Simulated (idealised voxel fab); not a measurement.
Process module heading - voxel ribs on slabs
Square cell edge 5 nm, section width 255 nm, ID cut.
Just so we're on the same page, the cross-sections are grids of square cells, and they're listed out in bands top to bottom, each band one or more rows deep. Band: top height; bottom height; in nm. Then, left to right: material with width in nm, for each material. "edge to edge": a single material spanning edge to edge. "empty": empty space. A quick word on heights: they are counted from 0, and under that level the wafer as it came to us is one material throughout. The lowest band is different from the rest in having no bottom; it simply continues downward, written as in "0 nm and below". You'd read "30 to 40" like this: the band's top row of cells is as wide as the first number, its bottom row is as wide as the second, and going down, every row changes width by the same amount as the row before did. Where the words "no alteration" appear for a step, the cross-section shows no cell changed by that step; every cell remained as before. Basically, "Sealed internal voids" tells you about the enclosed voids: empty spaces with no open way to the top, 8 cells or bigger, each written width x height at distance, where distance is from the left edge, all in nm. Post-settings text on a step line: simulator's own remark regarding the step. You can add "overlay nm" to a step's line. For a step with a mask, it describes how far the mask lay to the right of its planned position, and a negative number describes a lay to the left.

PLAN
step 1: RECEIVE [material Si]
step 2: DIRECTIONAL_DEP [material SiO2] [thk nm 25]
step 3: DIRECTIONAL_DEP [material polySi] [thk nm 25]
step 4: MASKED_ETCH [tone cover] [mask id RIB] [width nm 20] [etch materials polySi] [depth nm 5] [overlay nm 0]
step 5: DIRECTIONAL_DEP [material aC] [thk nm 15]
step 6: PATTERN [tone cover] [mask id SLAB] [material resist] [width nm 70] [thk nm 30] [overlay nm 0]
step 7: DIRECTIONAL_ETCH [etch materials aC] [depth nm 15]
step 8: STRIP [etch materials resist]
step 9: DIRECTIONAL_ETCH [etch materials polySi] [depth nm 20]
step 10: STRIP [etch materials aC]
step 11: FILL_DEP [material SiO2] [thk nm 15]
step 12: CMP [height nm 60]
step 13: DIRECTIONAL_DEP [material TiN] [thk nm 5]
step 14: MASKED_ETCH [tone cover] [mask id HEATER] [width nm 30] [etch materials TiN] [depth nm 5] [overlay nm 0]
step 15: CONFORMAL_DEP [material SiO2] [thk nm 10]

THE CROSS-SECTION HERE SHOWS THE WAFER AS RECEIVED, I.E. IN ITS STATE AFTER STEP 1
> 0 nm and below | Si edge to edge
> Sealed internal voids: none

SAME STARTING WAFER, SAME PLAN AS ABOVE, ONE MISTAKE IN THE EXECUTION; THIS IS THE CROSS-SECTION AT THE END OF THE MODULE
> 65 nm to 60 nm | empty: 110  TiN: 30  empty: 115
> 60 nm to 50 nm | SiO2 edge to edge
> 50 nm to 45 nm | SiO2: 115  polySi: 20  SiO2: 120
> 45 nm to 25 nm | SiO2: 90  polySi: 70  SiO2: 95
> 25 nm to 0 nm | SiO2 edge to edge
> 0 nm and below | Si edge to edge
> Sealed internal voids: none
Deviation noted in wafer processing: step 15 of the plan was bypassed and not carried out
